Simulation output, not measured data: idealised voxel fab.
The process module presented herein is designated voxel capacitor over wiring.
It is cross-section cut that appears here, measuring 175 nm in width, its square cells being 5 nm in size.
Think of the cross-section as a grid of square cells. We describe it in bands, top to bottom, and each band covers one or more rows of those cells. Quick guide to a band line: top height, bottom height (nm) up front; then every material left to right with its width in nm. Only one material and it's marked "edge to edge"? Then it fills the band edge to edge. And "blank" just means empty space. Height reference: 0 = level under which incoming wafer is all one material. Lowest band: no bottom, runs on downward, e.g. "top 0, no bottom". Quick explanation for "30 to 40": the width changes in equal steps down the rows of cells, from the first number in the band's top row to the second number in its bottom row. The cross-section has no changed cell in any step marked "everything unchanged". Empty spaces without an open route to the top, at least 8 cells in extent, make up the entry "Closed-off voids"; each is given as width x height at distance, where the distance is measured from the left edge, and all are in nm. Where a step's line continues beyond its settings, the continuation is a remark by the simulator itself on that step. Regarding "overlay nm": on a step with a mask, it is the distance the mask lay to the right of its planned place; a negative value places it to the left.

## Listed below are the process steps as planned
1: op RECEIVE | material Si
2: op CONFORMAL_DEP | material SiO2 | thk nm 10
3: op DIRECTIONAL_DEP | material TiN | thk nm 5
4: op DIRECTIONAL_DEP | material W | thk nm 15
5: op PATTERN | tone cover | mask id METAL_1 | material resist | width nm 25 | pitch nm 75 | thk nm 20 | overlay nm 0
6: op DIRECTIONAL_ETCH | etch materials W | depth nm 15
7: op DIRECTIONAL_ETCH | etch materials TiN | depth nm 5
8: op STRIP | etch materials resist
9: op CONFORMAL_DEP | material SiCN | thk nm 5
10: op FILL_DEP | material lowk | thk nm 5
11: op CMP | height nm 30
12: op CONFORMAL_DEP | material SiCN | thk nm 5
13: op DIRECTIONAL_DEP | material lowk | thk nm 10
14: op DIRECTIONAL_DEP | material aC | thk nm 15
15: op PATTERN | tone open | mask id PLUG_1 | material resist | width nm 15 | thk nm 35 | overlay nm 0
16: op DIRECTIONAL_ETCH | etch materials aC | depth nm 15
17: op STRIP | etch materials resist
18: op DIRECTIONAL_ETCH | etch materials lowk | depth nm 10
19: op DIRECTIONAL_ETCH | etch materials SiCN | depth nm 5
20: op STRIP | etch materials aC
21: op EPI | material Ru | thk nm 10
22: op EPI | material Ru | thk nm 5
23: op DIRECTIONAL_DEP | material TiN | thk nm 5
24: op DIRECTIONAL_DEP | material Al2O3 | thk nm 5
25: op DIRECTIONAL_DEP | material TiN | thk nm 5
26: op MASKED_ETCH | tone cover | mask id UPPER_PLATE | width nm 55 | etch materials TiN | depth nm 5 | overlay nm 0
27: op MASKED_ETCH | tone cover | mask id UPPER_PLATE | width nm 55 | etch materials Al2O3 | depth nm 5 | overlay nm 0
28: op PATTERN | tone cover | mask id LOWER_PLATE | material resist | width nm 65 | thk nm 20 | overlay nm 0
29: op DIRECTIONAL_ETCH | etch materials TiN | depth nm 5
30: op STRIP | etch materials resist
31: op FILL_DEP | material SiO2 | thk nm 20
32: op CMP | height nm 75
33: op PATTERN | tone open | mask id PLUG_2 | material resist | width nm 15 | thk nm 20 | overlay nm 0
34: op DIRECTIONAL_ETCH | etch materials SiO2 | depth nm 15
35: op STRIP | etch materials resist
36: op CONFORMAL_DEP | material TiN | thk nm 5
37: op FILL_DEP | material W | thk nm 5
38: op CMP | height nm 75
39: op CONFORMAL_DEP | material SiCN | thk nm 5

## As-received wafer cross-section (after step 1)
- top 0, no bottom | Si edge to edge
- Closed-off voids: none

## The cross-section shown corresponds to the wafer at the conclusion of the module. The initial structure and the process plan are those presented above; however, one mistake occurred in executing the plan
- top 80, bottom 75 | SiCN edge to edge
- top 75, bottom 65 | SiO2 (55); TiN (5); W (10); TiN (5); SiO2 (100)
- top 65, bottom 55 | SiO2 (55 to 45); TiN (20 to 55); SiO2 (100 to 75)
- top 55, bottom 50 | SiO2 (45); Al2O3 (55); SiO2 (75)
- top 50, bottom 45 | SiO2 (40); TiN (65); SiO2 (70)
- top 45, bottom 35 | lowk (45); Ru (15); lowk (115)
- top 35, bottom 30 | SiCN (45); Ru (15); SiCN (115)
- top 30, bottom 15 | lowk (30); SiCN (5); W (25); SiCN (5); lowk (40); SiCN (5); W (25); SiCN (5); lowk (35)
- top 15, bottom 10 | SiCN (35); TiN (25); SiCN (50); TiN (25); SiCN (40)
- top 10, bottom 0 | SiO2 edge to edge
- top 0, no bottom | Si edge to edge
- Closed-off voids: none
Want to know what went wrong? for step 33, the planned setting was not used; the step was instead run as op PATTERN | tone open | mask id PLUG_2 | material resist | width nm 20 | thk nm 20 | overlay nm 0
